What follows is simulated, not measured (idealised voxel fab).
process module | voxel wiring stack
cross-section cut | 210 nm wide | cells 5 nm
A cross-section is a grid of square cells, given in bands from the top down. A band is one or more rows of cells.
Each band's line starts with the height of the band's top and of its bottom, in nm. Then come its materials from left to right, each with its width in nm. One material with "throughout" fills the band from edge to edge. "air" is empty space.
Height 0 is the level under which the wafer as received is all one material. The lowest band goes on downwards, as in "0 down".
A width such as "30 to 40" changes by the same amount from each row of cells to the next, from the band's top row to its bottom row.
"no change" after a step means that no cell of the cross-section changed.
closed voids: empty space of 8 cells or more with no open way to the top, each as width x height at its distance from the left edge, in nm
after a step's settings: what the simulator itself notes on the step
overlay nm, on a step with a mask: how far to the right of its planned place the mask lay; to the left if negative
Each pair below shows a cross-section before one step and the cross-section after it, down to the lowest band that changed. The line under each pair gives the step between them, with its settings. The pairs can come from different runs of this module on the same starting wafer, so a pair continues from the pair above only where its "before" says so.
before
  85 to 50: SiO2 65 | air 15 | SiO2 30 | air 15 | SiO2 85
  50 to 45: SiCN throughout
  45 to 40: SiCN 60 | Ru 40 | SiCN 5 | Ru 40 | SiCN 65
  40 to 15: SiO2 65 | TiN 5 | W 20 | TiN 5 | SiO2 15 | TiN 5 | W 20 | TiN 5 | SiO2 70
  15 to 10: SiCN 65 | TiN 30 | SiCN 15 | TiN 30 | SiCN 70
  10 to 0: SiO2 throughout
  0 down: Si throughout
  closed voids: none
after
  105 to 85: resist 70 | air 25 | resist 20 | air 25 | resist 70
  85 to 50: SiO2 65 | resist 5 | air 10 | SiO2 30 | resist 5 | air 10 | SiO2 85
  below 50: unchanged
  closed voids: none
the step between: op PATTERN | tone open | mask id METAL_2 | material resist | width nm 25 | pitch nm 45 | thk nm 20 | overlay nm 0
before: the cross-section after the pair above
after
  105 to 85: resist 70 | air 25 | resist 20 | air 25 | resist 70
  85 to 65: SiO2 65 | resist 5 | air 25 | SiO2 15 | resist 5 | air 25 | SiO2 70
  below 65: unchanged
  closed voids: none
the step between: op DIRECTIONAL_ETCH | etch materials SiO2 | depth nm 20
before: the cross-section after the pair above
after
  105 to 85: resist 70 | air 25 | resist 20 | air 25 | resist 70
  85 to 65: SiO2 65 | resist 5 | air 25 | SiO2 15 | resist 5 | air 25 | SiO2 70
  65 to 50: SiO2 65 | resist 5 | air 10 | SiO2 30 | resist 5 | air 10 | SiO2 85
  50 to 45: SiCN 70 | air 10 | SiCN 35 | air 10 | SiCN 85
  below 45: unchanged
  closed voids: none
the step between: op DIRECTIONAL_ETCH | etch materials SiCN | depth nm 5
before: the cross-section after the pair above
after
  85 to 65: SiO2 65 | air 30 | SiO2 15 | air 30 | SiO2 70
  65 to 50: SiO2 65 | air 15 | SiO2 30 | air 15 | SiO2 85
  below 50: unchanged
  closed voids: none
the step between: op STRIP | etch materials resist
before: the cross-section after the pair above
after
  90 to 85: TiN 70 | air 20 | TiN 25 | air 20 | TiN 75
  85 to 70: SiO2 65 | TiN 5 | air 20 | TiN 5 | SiO2 15 | TiN 5 | air 20 | TiN 5 | SiO2 70
  70 to 65: SiO2 65 | TiN 5 | air 5 | TiN 20 | SiO2 15 | TiN 5 | air 5 | TiN 20 | SiO2 70
  65 to 55: SiO2 65 | TiN 5 | air 5 | TiN 5 | SiO2 30 | TiN 5 | air 5 | TiN 5 | SiO2 85
  55 to 50: SiO2 65 | TiN 15 | SiO2 30 | TiN 15 | SiO2 85
  50 to 45: SiCN 70 | TiN 10 | SiCN 35 | TiN 10 | SiCN 85
  below 45: unchanged
  closed voids: none
the step between: op CONFORMAL_DEP | material TiN | thk nm 5
before: the cross-section after the pair above
after
  100 to 90: Cu throughout
  90 to 85: TiN 70 | Cu 20 | TiN 25 | Cu 20 | TiN 75
  85 to 70: SiO2 65 | TiN 5 | Cu 20 | TiN 5 | SiO2 15 | TiN 5 | Cu 20 | TiN 5 | SiO2 70
  70 to 65: SiO2 65 | TiN 5 | Cu 5 | TiN 20 | SiO2 15 | TiN 5 | Cu 5 | TiN 20 | SiO2 70
  65 to 55: SiO2 65 | TiN 5 | Cu 5 | TiN 5 | SiO2 30 | TiN 5 | Cu 5 | TiN 5 | SiO2 85
  below 55: unchanged
  closed voids: none
the step between: op FILL_DEP | material Cu | thk nm 10
before: the cross-section after the pair above
after
  85 to 70: SiO2 65 | TiN 5 | Cu 20 | TiN 5 | SiO2 15 | TiN 5 | Cu 20 | TiN 5 | SiO2 70
  below 70: unchanged
  closed voids: none
the step between: op CMP | height nm 85
before: the cross-section after the pair above
after
  90 to 85: SiCN throughout
  below 85: unchanged
  closed voids: none
the step between: op CONFORMAL_DEP | material SiCN | thk nm 5
before
  85 to 50: SiO2 65 | air 15 | SiO2 30 | air 15 | SiO2 85
  50 to 45: SiCN throughout
  45 to 40: SiCN 60 | Ru 40 | SiCN 5 | Ru 40 | SiCN 65
  40 to 15: SiO2 65 | TiN 5 | W 20 | TiN 5 | SiO2 15 | TiN 5 | W 20 | TiN 5 | SiO2 70
  15 to 10: SiCN 65 | TiN 30 | SiCN 15 | TiN 30 | SiCN 70
  10 to 0: SiO2 throughout
  0 down: Si throughout
  closed voids: none
after
  105 to 85: resist 70 | air 30 | resist 15 | air 30 | resist 65
  85 to 50: SiO2 65 | resist 5 | air 10 | SiO2 30 | resist 5 | air 10 | SiO2 85
  below 50: unchanged
  closed voids: none
the step between: op PATTERN | tone open | mask id METAL_2 | material resist | width nm 30 | pitch nm 45 | thk nm 20 | overlay nm 5
before: the cross-section after the pair above
after
  105 to 85: resist 70 | air 30 | resist 15 | air 30 | resist 65
  85 to 65: SiO2 65 | resist 5 | air 30 | SiO2 10 | resist 5 | air 30 | SiO2 65
  below 65: unchanged
  closed voids: none
the step between: op DIRECTIONAL_ETCH | etch materials SiO2 | depth nm 20
before: the cross-section after the pair above
after
  105 to 85: resist 70 | air 30 | resist 15 | air 30 | resist 65
  85 to 65: SiO2 65 | resist 5 | air 30 | SiO2 10 | resist 5 | air 30 | SiO2 65
  65 to 50: SiO2 65 | resist 5 | air 10 | SiO2 30 | resist 5 | air 10 | SiO2 85
  50 to 45: SiCN 70 | air 10 | SiCN 35 | air 10 | SiCN 85
  below 45: unchanged
  closed voids: none
the step between: op DIRECTIONAL_ETCH | etch materials SiCN | depth nm 5
before: the cross-section after the pair above
after
  85 to 65: SiO2 65 | air 35 | SiO2 10 | air 35 | SiO2 65
  65 to 50: SiO2 65 | air 15 | SiO2 30 | air 15 | SiO2 85
  below 50: unchanged
  closed voids: none
the step between: op STRIP | etch materials resist
before: the cross-section after the pair above
after
  90 to 85: TiN 70 | air 25 | TiN 20 | air 25 | TiN 70
  85 to 70: SiO2 65 | TiN 5 | air 25 | TiN 5 | SiO2 10 | TiN 5 | air 25 | TiN 5 | SiO2 65
  70 to 65: SiO2 65 | TiN 5 | air 5 | TiN 25 | SiO2 10 | TiN 5 | air 5 | TiN 25 | SiO2 65
  65 to 55: SiO2 65 | TiN 5 | air 5 | TiN 5 | SiO2 30 | TiN 5 | air 5 | TiN 5 | SiO2 85
  55 to 50: SiO2 65 | TiN 15 | SiO2 30 | TiN 15 | SiO2 85
  50 to 45: SiCN 70 | TiN 10 | SiCN 35 | TiN 10 | SiCN 85
  below 45: unchanged
  closed voids: none
the step between: op CONFORMAL_DEP | material TiN | thk nm 5
before: the cross-section after the pair above
after
  100 to 90: Cu throughout
  90 to 85: TiN 70 | Cu 25 | TiN 20 | Cu 25 | TiN 70
  85 to 70: SiO2 65 | TiN 5 | Cu 25 | TiN 5 | SiO2 10 | TiN 5 | Cu 25 | TiN 5 | SiO2 65
  70 to 65: SiO2 65 | TiN 5 | Cu 5 | TiN 25 | SiO2 10 | TiN 5 | Cu 5 | TiN 25 | SiO2 65
  65 to 55: SiO2 65 | TiN 5 | Cu 5 | TiN 5 | SiO2 30 | TiN 5 | Cu 5 | TiN 5 | SiO2 85
  below 55: unchanged
  closed voids: none
the step between: op FILL_DEP | material Cu | thk nm 10
before: the cross-section after the pair above
after
  85 to 70: SiO2 65 | TiN 5 | Cu 25 | TiN 5 | SiO2 10 | TiN 5 | Cu 25 | TiN 5 | SiO2 65
  below 70: unchanged
  closed voids: none
the step between: op CMP | height nm 85
before: the cross-section after the pair above
after
  90 to 85: SiCN throughout
  below 85: unchanged
  closed voids: none
the step between: op CONFORMAL_DEP | material SiCN | thk nm 5
before
  45 to 40: air 60 | Ru 40 | air 5 | Ru 40 | air 65
  40 to 15: SiO2 65 | TiN 5 | W 20 | TiN 5 | SiO2 15 | TiN 5 | W 20 | TiN 5 | SiO2 70
  15 to 10: SiCN 65 | TiN 30 | SiCN 15 | TiN 30 | SiCN 70
  10 to 0: SiO2 throughout
  0 down: Si throughout
  closed voids: none
after
  50 to 40: Ru throughout
  below 40: unchanged
  closed voids: none
the step between: op FILL_DEP | material Ru | thk nm 5
before: the cross-section after the pair above
after
  85 to 50: SiO2 throughout
  below 50: unchanged
  closed voids: none
the step between: op DIRECTIONAL_DEP | material SiO2 | thk nm 35
before: the cross-section after the pair above
after
  100 to 85: aC throughout
  below 85: unchanged
  closed voids: none
the step between: op DIRECTIONAL_DEP | material aC | thk nm 15
before: the cross-section after the pair above
after
  130 to 100: resist 65 | air 15 | resist 30 | air 15 | resist 85
  below 100: unchanged
  closed voids: none
the step between: op PATTERN | tone open | mask id METAL_2_HOLES | material resist | width nm 15 | pitch nm 45 | thk nm 30 | overlay nm 0
before: the cross-section after the pair above
after
  115 to 100: resist 65 | air 15 | resist 30 | air 15 | resist 85
  100 to 85: aC 65 | air 15 | aC 30 | air 15 | aC 85
  below 85: unchanged
  closed voids: none
the step between: op DIRECTIONAL_ETCH | etch materials aC | depth nm 15
before: the cross-section after the pair above
after
  100 to 85: aC 65 | air 15 | aC 30 | air 15 | aC 85
  below 85: unchanged
  closed voids: none
the step between: op STRIP | etch materials resist
before: the cross-section after the pair above
after
  100 to 85: aC 65 | air 15 | aC 30 | air 15 | aC 85
  85 to 50: SiO2 65 | air 15 | SiO2 30 | air 15 | SiO2 85
  below 50: unchanged
  closed voids: none
the step between: op DIRECTIONAL_ETCH | etch materials SiO2 | depth nm 35
before: the cross-section after the pair above
after
  85 to 50: SiO2 65 | air 15 | SiO2 30 | air 15 | SiO2 85
  below 50: unchanged
  closed voids: none
the step between: op STRIP | etch materials aC
before: the cross-section after the pair above
after
  105 to 85: resist 65 | air 30 | resist 15 | air 30 | resist 70
  below 85: unchanged
  closed voids: none
the step between: op PATTERN | tone open | mask id METAL_2 | material resist | width nm 30 | pitch nm 45 | thk nm 20 | overlay nm 0
before: the cross-section after the pair above
after
  105 to 85: resist 65 | air 30 | resist 15 | air 30 | resist 70
  85 to 65: SiO2 65 | air 30 | SiO2 15 | air 30 | SiO2 70
  below 65: unchanged
  closed voids: none
the step between: op DIRECTIONAL_ETCH | etch materials SiO2 | depth nm 20
before: the cross-section after the pair above
after
  85 to 65: SiO2 65 | air 30 | SiO2 15 | air 30 | SiO2 70
  below 65: unchanged
  closed voids: none
the step between: op STRIP | etch materials resist
before: the cross-section after the pair above
after
  90 to 85: TiN 70 | air 20 | TiN 25 | air 20 | TiN 75
  85 to 70: SiO2 65 | TiN 5 | air 20 | TiN 5 | SiO2 15 | TiN 5 | air 20 | TiN 5 | SiO2 70
  70 to 65: SiO2 65 | TiN 5 | air 5 | TiN 20 | SiO2 15 | TiN 5 | air 5 | TiN 20 | SiO2 70
  65 to 55: SiO2 65 | TiN 5 | air 5 | TiN 5 | SiO2 30 | TiN 5 | air 5 | TiN 5 | SiO2 85
  55 to 50: SiO2 65 | TiN 15 | SiO2 30 | TiN 15 | SiO2 85
  below 50: unchanged
  closed voids: none
the step between: op CONFORMAL_DEP | material TiN | thk nm 5
before: the cross-section after the pair above
after
  100 to 90: Cu throughout
  90 to 85: TiN 70 | Cu 20 | TiN 25 | Cu 20 | TiN 75
  85 to 70: SiO2 65 | TiN 5 | Cu 20 | TiN 5 | SiO2 15 | TiN 5 | Cu 20 | TiN 5 | SiO2 70
  70 to 65: SiO2 65 | TiN 5 | Cu 5 | TiN 20 | SiO2 15 | TiN 5 | Cu 5 | TiN 20 | SiO2 70
  65 to 55: SiO2 65 | TiN 5 | Cu 5 | TiN 5 | SiO2 30 | TiN 5 | Cu 5 | TiN 5 | SiO2 85
  below 55: unchanged
  closed voids: none
the step between: op FILL_DEP | material Cu | thk nm 10
before: the cross-section after the pair above
after
  85 to 70: SiO2 65 | TiN 5 | Cu 20 | TiN 5 | SiO2 15 | TiN 5 | Cu 20 | TiN 5 | SiO2 70
  below 70: unchanged
  closed voids: none
the step between: op CMP | height nm 85
before: the cross-section after the pair above
after
  90 to 85: SiCN throughout
  below 85: unchanged
  closed voids: none
the step between: op CONFORMAL_DEP | material SiCN | thk nm 5
before
  40 to 15: SiO2 throughout
  15 to 10: SiCN throughout
  10 to 0: SiO2 throughout
  0 down: Si throughout
  closed voids: none
after
  40 to 15: air 65 | SiO2 30 | air 15 | SiO2 30 | air 70
  below 15: unchanged
  closed voids: none
the step between: op MASKED_ETCH | tone cover | mask id METAL_1 | width nm 30 | pitch nm 45 | etch materials SiO2 | depth nm 25 | overlay nm 0
before: the cross-section after the pair above
after
  45 to 40: air 60 | TiN 40 | air 5 | TiN 40 | air 65
  40 to 20: air 60 | TiN 5 | SiO2 30 | TiN 5 | air 5 | TiN 5 | SiO2 30 | TiN 5 | air 65
  20 to 15: TiN 65 | SiO2 30 | TiN 15 | SiO2 30 | TiN 70
  below 15: unchanged
  closed voids: none
the step between: op CONFORMAL_DEP | material TiN | thk nm 5
before: the cross-section after the pair above
after
  55 to 45: W throughout
  45 to 40: W 60 | TiN 40 | W 5 | TiN 40 | W 65
  40 to 20: W 60 | TiN 5 | SiO2 30 | TiN 5 | W 5 | TiN 5 | SiO2 30 | TiN 5 | W 65
  below 20: unchanged
  closed voids: none
the step between: op FILL_DEP | material W | thk nm 10
before: the cross-section after the pair above
after
  40 to 20: W 60 | TiN 5 | SiO2 30 | TiN 5 | W 5 | TiN 5 | SiO2 30 | TiN 5 | W 65
  below 20: unchanged
  closed voids: none
the step between: op CMP | height nm 40
before: the cross-section after the pair above
after
  45 to 40: Ru 70 | air 20 | Ru 25 | air 20 | Ru 75
  below 40: unchanged
  closed voids: none
the step between: op EPI | material Ru | thk nm 5
before: the cross-section after the pair above
after
  50 to 45: SiCN throughout
  45 to 40: Ru 70 | SiCN 20 | Ru 25 | SiCN 20 | Ru 75
  below 40: unchanged
  closed voids: none
the step between: op FILL_DEP | material SiCN | thk nm 5
before: the cross-section after the pair above
after
  85 to 50: SiO2 throughout
  below 50: unchanged
  closed voids: none
the step between: op DIRECTIONAL_DEP | material SiO2 | thk nm 35
before: the cross-section after the pair above
after
  100 to 85: aC throughout
  below 85: unchanged
  closed voids: none
the step between: op DIRECTIONAL_DEP | material aC | thk nm 15
before: the cross-section after the pair above
after
  130 to 100: resist 65 | air 15 | resist 30 | air 15 | resist 85
  below 100: unchanged
  closed voids: none
the step between: op PATTERN | tone open | mask id METAL_2_HOLES | material resist | width nm 15 | pitch nm 45 | thk nm 30 | overlay nm 0
before: the cross-section after the pair above
after
  115 to 100: resist 65 | air 15 | resist 30 | air 15 | resist 85
  100 to 85: aC 65 | air 15 | aC 30 | air 15 | aC 85
  below 85: unchanged
  closed voids: none
the step between: op DIRECTIONAL_ETCH | etch materials aC | depth nm 15
before: the cross-section after the pair above
after
  100 to 85: aC 65 | air 15 | aC 30 | air 15 | aC 85
  below 85: unchanged
  closed voids: none
the step between: op STRIP | etch materials resist
before: the cross-section after the pair above
after
  100 to 85: aC 65 | air 15 | aC 30 | air 15 | aC 85
  85 to 50: SiO2 65 | air 15 | SiO2 30 | air 15 | SiO2 85
  below 50: unchanged
  closed voids: none
the step between: op DIRECTIONAL_ETCH | etch materials SiO2 | depth nm 35
before: the cross-section after the pair above
after
  85 to 50: SiO2 65 | air 15 | SiO2 30 | air 15 | SiO2 85
  below 50: unchanged
  closed voids: none
the step between: op STRIP | etch materials aC
before: the cross-section after the pair above
after
  105 to 85: resist 65 | air 30 | resist 15 | air 30 | resist 70
  below 85: unchanged
  closed voids: none
the step between: op PATTERN | tone open | mask id METAL_2 | material resist | width nm 30 | pitch nm 45 | thk nm 20 | overlay nm 0
before: the cross-section after the pair above
after
  105 to 85: resist 65 | air 30 | resist 15 | air 30 | resist 70
  85 to 65: SiO2 65 | air 30 | SiO2 15 | air 30 | SiO2 70
  below 65: unchanged
  closed voids: none
the step between: op DIRECTIONAL_ETCH | etch materials SiO2 | depth nm 20
before: the cross-section after the pair above
after
  105 to 85: resist 65 | air 30 | resist 15 | air 30 | resist 70
  85 to 65: SiO2 65 | air 30 | SiO2 15 | air 30 | SiO2 70
  65 to 50: SiO2 65 | air 15 | SiO2 30 | air 15 | SiO2 85
  50 to 45: SiCN 65 | air 15 | SiCN 30 | air 15 | SiCN 85
  below 45: unchanged
  closed voids: none
the step between: op DIRECTIONAL_ETCH | etch materials SiCN | depth nm 5
before: the cross-section after the pair above
after
  85 to 65: SiO2 65 | air 30 | SiO2 15 | air 30 | SiO2 70
  below 65: unchanged
  closed voids: none
the step between: op STRIP | etch materials resist
before: the cross-section after the pair above
after
  90 to 85: TiN 70 | air 20 | TiN 25 | air 20 | TiN 75
  85 to 70: SiO2 65 | TiN 5 | air 20 | TiN 5 | SiO2 15 | TiN 5 | air 20 | TiN 5 | SiO2 70
  70 to 65: SiO2 65 | TiN 5 | air 5 | TiN 20 | SiO2 15 | TiN 5 | air 5 | TiN 20 | SiO2 70
  65 to 50: SiO2 65 | TiN 5 | air 5 | TiN 5 | SiO2 30 | TiN 5 | air 5 | TiN 5 | SiO2 85
  50 to 45: SiCN 65 | TiN 15 | SiCN 30 | TiN 15 | SiCN 85
  below 45: unchanged
  closed voids: none
the step between: op CONFORMAL_DEP | material TiN | thk nm 5
before: the cross-section after the pair above
after
  100 to 90: Cu throughout
  90 to 85: TiN 70 | Cu 20 | TiN 25 | Cu 20 | TiN 75
  85 to 70: SiO2 65 | TiN 5 | Cu 20 | TiN 5 | SiO2 15 | TiN 5 | Cu 20 | TiN 5 | SiO2 70
  70 to 65: SiO2 65 | TiN 5 | Cu 5 | TiN 20 | SiO2 15 | TiN 5 | Cu 5 | TiN 20 | SiO2 70
  65 to 50: SiO2 65 | TiN 5 | Cu 5 | TiN 5 | SiO2 30 | TiN 5 | Cu 5 | TiN 5 | SiO2 85
  below 50: unchanged
  closed voids: none
the step between: op FILL_DEP | material Cu | thk nm 10
before: the cross-section after the pair above
after
  85 to 70: SiO2 65 | TiN 5 | Cu 20 | TiN 5 | SiO2 15 | TiN 5 | Cu 20 | TiN 5 | SiO2 70
  below 70: unchanged
  closed voids: none
the step between: op CMP | height nm 85
before: the cross-section after the pair above
after
  90 to 85: SiCN throughout
  below 85: unchanged
  closed voids: none
the step between: op CONFORMAL_DEP | material SiCN | thk nm 5
